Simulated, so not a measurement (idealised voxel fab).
The process module presented herein is designated voxel gate over fins.
FYI the section here is cut, 240 nm wide, cells are 5 nm squares.
Cross-section layout: square cells on a grid; listed as bands, top to bottom; a band spans one or more cell rows. Top height, bottom height, nm. Materials left to right, width each, nm. Single material + "full width" = fills band edge to edge. "blank" = empty. We count height from 0. Below that, the starting wafer is all one material. The lowest band never ends at the bottom but goes on down; see "top 0, no bottom" for how that is written. So if you see something like "30->40" for the width, read it as the top row of the band sitting at the first number and the bottom row at the second, with every row in between moving by the same amount as the last. Given "nothing changed" for a step, no cell of the cross-section differs between before and after that step. The entry "Enclosed empty spaces" lists the empty spaces that cover at least 8 cells and have no open path to the top. Each is written as width x height at distance, where the distance is measured from the left edge and all three values are in nm. It should be noted that, on the line of a given step, the content following the step's settings is a remark produced by the simulator itself with respect to that step. When a step includes a mask, the "overlay nm" setting on its line states how far to the right of its planned place that mask lay, and negative values state how far to the left.

**The process steps that were planned are listed below**
1) RECEIVE, material Si
2) CONFORMAL_DEP, material SiN, thk nm 5
3) PATTERN, tone cover, mask id FINS, material resist, width nm 15, pitch nm 40, thk nm 15, overlay nm 0
4) DIRECTIONAL_ETCH, etch materials SiN, depth nm 5
5) DIRECTIONAL_ETCH, etch materials Si, depth nm 30
6) STRIP, etch materials resist
7) OXIDIZE, depth nm 5
8) FILL_DEP, material SiO2, thk nm 15
9) CMP, height nm 5
10) SELECTIVE_ETCH, etch materials SiO2, depth nm 15
11) STRIP, etch materials SiN
12) CONFORMAL_DEP, material HfO2, thk nm 5
13) CONFORMAL_DEP, material TiN, thk nm 5
14) FILL_DEP, material W, thk nm 10
15) CMP, height nm 15
16) CONFORMAL_DEP, material SiN, thk nm 5

**On the first of the two wafers: run conducted according to plan**

**Cross-section: wafer on arrival = after step 1**
> top 0, no bottom: Si full width
> Enclosed empty spaces: none

**Sectional view: wafer, after step 2**
> top 5, bottom 0: SiN full width
> Below a height of 0, the structure has not been altered.

**Sectional view: wafer, after step 3**
> top 20, bottom 5: blank=50; resist=15; blank=25; resist=15; blank=25; resist=15; blank=25; resist=15; blank=55
> Below a height of 5, the structure has not been altered.

**Sectional view: wafer, after step 4**
> top 20, bottom 5: blank=50; resist=15; blank=25; resist=15; blank=25; resist=15; blank=25; resist=15; blank=55
> top 5, bottom 0: blank=50; SiN=15; blank=25; SiN=15; blank=25; SiN=15; blank=25; SiN=15; blank=55
> Below a height of 0, the structure has not been altered.

**Sectional view: wafer, after step 5**
> top 20, bottom 5: blank=50; resist=15; blank=25; resist=15; blank=25; resist=15; blank=25; resist=15; blank=55
> top 5, bottom 0: blank=50; SiN=15; blank=25; SiN=15; blank=25; SiN=15; blank=25; SiN=15; blank=55
> top 0, bottom -30: blank=50; Si=15; blank=25; Si=15; blank=25; Si=15; blank=25; Si=15; blank=55
> Below a height of -30, the structure has not been altered.

**Sectional view: wafer, after step 6**
> top 5, bottom 0: blank=50; SiN=15; blank=25; SiN=15; blank=25; SiN=15; blank=25; SiN=15; blank=55
> Below a height of 0, the structure has not been altered.

**Sectional view: wafer, after step 7**
> top 5, bottom 0: blank=50; SiN=15; blank=25; SiN=15; blank=25; SiN=15; blank=25; SiN=15; blank=55
> top 0, bottom -30: blank=50; SiO2=5; Si=5; SiO2=5; blank=25; SiO2=5; Si=5; SiO2=5; blank=25; SiO2=5; Si=5; SiO2=5; blank=25; SiO2=5; Si=5; SiO2=5; blank=55
> top -30, bottom -35: SiO2=55; Si=5; SiO2=35; Si=5; SiO2=35; Si=5; SiO2=35; Si=5; SiO2=60
> Below a height of -35, the structure has not been altered.

**Sectional view: wafer, after step 8**
> top 20, bottom 5: SiO2 full width
> top 5, bottom 0: SiO2=50; SiN=15; SiO2=25; SiN=15; SiO2=25; SiN=15; SiO2=25; SiN=15; SiO2=55
> top 0, bottom -35: SiO2=55; Si=5; SiO2=35; Si=5; SiO2=35; Si=5; SiO2=35; Si=5; SiO2=60
> Below a height of -35, the structure has not been altered.

**Sectional view: wafer, after step 9**
> top 5, bottom 0: SiO2=50; SiN=15; SiO2=25; SiN=15; SiO2=25; SiN=15; SiO2=25; SiN=15; SiO2=55
> Below a height of 0, the structure has not been altered.

**Sectional view: wafer, after step 10**
> top 5, bottom 0: blank=50; SiN=15; blank=25; SiN=15; blank=25; SiN=15; blank=25; SiN=15; blank=55
> top 0, bottom -10: blank=55; Si=5; blank=35; Si=5; blank=35; Si=5; blank=35; Si=5; blank=60
> Below a height of -10, the structure has not been altered.

**Sectional view: wafer, after step 11**
> top 0, bottom -10: blank=55; Si=5; blank=35; Si=5; blank=35; Si=5; blank=35; Si=5; blank=60
> Below a height of -10, the structure has not been altered.

**Sectional view: wafer, after step 12**
> top 5, bottom 0: blank=50; HfO2=15; blank=25; HfO2=15; blank=25; HfO2=15; blank=25; HfO2=15; blank=55
> top 0, bottom -5: blank=50; HfO2=5; Si=5; HfO2=5; blank=25; HfO2=5; Si=5; HfO2=5; blank=25; HfO2=5; Si=5; HfO2=5; blank=25; HfO2=5; Si=5; HfO2=5; blank=55
> top -5, bottom -10: HfO2=55; Si=5; HfO2=35; Si=5; HfO2=35; Si=5; HfO2=35; Si=5; HfO2=60
> Below a height of -10, the structure has not been altered.

**Sectional view: wafer, after step 13**
> top 10, bottom 5: blank=45; TiN=25; blank=15; TiN=25; blank=15; TiN=25; blank=15; TiN=25; blank=50
> top 5, bottom 0: blank=45; TiN=5; HfO2=15; TiN=5; blank=15; TiN=5; HfO2=15; TiN=5; blank=15; TiN=5; HfO2=15; TiN=5; blank=15; TiN=5; HfO2=15; TiN=5; blank=50
> top 0, bottom -5: TiN=50; HfO2=5; Si=5; HfO2=5; TiN=25; HfO2=5; Si=5; HfO2=5; TiN=25; HfO2=5; Si=5; HfO2=5; TiN=25; HfO2=5; Si=5; HfO2=5; TiN=55
> Below a height of -5, the structure has not been altered.

**Sectional view: wafer, after step 14**
> top 20, bottom 10: W full width
> top 10, bottom 5: W=45; TiN=25; W=15; TiN=25; W=15; TiN=25; W=15; TiN=25; W=50
> top 5, bottom 0: W=45; TiN=5; HfO2=15; TiN=5; W=15; TiN=5; HfO2=15; TiN=5; W=15; TiN=5; HfO2=15; TiN=5; W=15; TiN=5; HfO2=15; TiN=5; W=50
> Below a height of 0, the structure has not been altered.

**Sectional view: wafer, after step 15**
> top 15, bottom 10: W full width
> Below a height of 10, the structure has not been altered.

**Sectional view: wafer, after step 16**
> top 20, bottom 15: SiN full width
> Below a height of 15, the structure has not been altered.

**The second wafer began exactly as the first did and followed the same plan, but one mistake was made while running it; through step 9 inclusive, the two wafers are identical**

**when step 10 should have ended**
> top 5, bottom 0: blank=50; SiN=15; blank=25; SiN=15; blank=25; SiN=15; blank=25; SiN=15; blank=55
> top 0, bottom -25: blank=55; Si=5; blank=35; Si=5; blank=35; Si=5; blank=35; Si=5; blank=60
> Below a height of -25, the structure has not been altered.

**when step 11 should have ended**
> top 0, bottom -25: blank=55; Si=5; blank=35; Si=5; blank=35; Si=5; blank=35; Si=5; blank=60
> Below a height of -25, the structure has not been altered.

**when step 12 should have ended**
> top 5, bottom 0: blank=50; HfO2=15; blank=25; HfO2=15; blank=25; HfO2=15; blank=25; HfO2=15; blank=55
> top 0, bottom -20: blank=50; HfO2=5; Si=5; HfO2=5; blank=25; HfO2=5; Si=5; HfO2=5; blank=25; HfO2=5; Si=5; HfO2=5; blank=25; HfO2=5; Si=5; HfO2=5; blank=55
> top -20, bottom -25: HfO2=55; Si=5; HfO2=35; Si=5; HfO2=35; Si=5; HfO2=35; Si=5; HfO2=60
> Below a height of -25, the structure has not been altered.

**when step 13 should have ended**
> top 10, bottom 5: blank=45; TiN=25; blank=15; TiN=25; blank=15; TiN=25; blank=15; TiN=25; blank=50
> top 5, bottom 0: blank=45; TiN=5; HfO2=15; TiN=5; blank=15; TiN=5; HfO2=15; TiN=5; blank=15; TiN=5; HfO2=15; TiN=5; blank=15; TiN=5; HfO2=15; TiN=5; blank=50
> top 0, bottom -15: blank=45; TiN=5; HfO2=5; Si=5; HfO2=5; TiN=5; blank=15; TiN=5; HfO2=5; Si=5; HfO2=5; TiN=5; blank=15; TiN=5; HfO2=5; Si=5; HfO2=5; TiN=5; blank=15; TiN=5; HfO2=5; Si=5; HfO2=5; TiN=5; blank=50
> top -15, bottom -20: TiN=50; HfO2=5; Si=5; HfO2=5; TiN=25; HfO2=5; Si=5; HfO2=5; TiN=25; HfO2=5; Si=5; HfO2=5; TiN=25; HfO2=5; Si=5; HfO2=5; TiN=55
> Below a height of -20, the structure has not been altered.

**when step 14 should have ended**
> top 20, bottom 10: W full width
> top 10, bottom 5: W=45; TiN=25; W=15; TiN=25; W=15; TiN=25; W=15; TiN=25; W=50
> top 5, bottom 0: W=45; TiN=5; HfO2=15; TiN=5; W=15; TiN=5; HfO2=15; TiN=5; W=15; TiN=5; HfO2=15; TiN=5; W=15; TiN=5; HfO2=15; TiN=5; W=50
> top 0, bottom -15: W=45; TiN=5; HfO2=5; Si=5; HfO2=5; TiN=5; W=15; TiN=5; HfO2=5; Si=5; HfO2=5; TiN=5; W=15; TiN=5; HfO2=5; Si=5; HfO2=5; TiN=5; W=15; TiN=5; HfO2=5; Si=5; HfO2=5; TiN=5; W=50
> Below a height of -15, the structure has not been altered.

**when step 15 should have ended**
> top 15, bottom 10: W full width
> Below a height of 10, the structure has not been altered.

**when step 16 should have ended**
> top 20, bottom 15: SiN full width
> Below a height of 15, the structure has not been altered.
Finding, execution versus plan: the plan's step 10 ran twice
End of process, cell counts, second wafer against first, materials with more or fewer: 24 more of HfO2, 132 fewer of SiO2, 24 more of TiN, 84 more of W
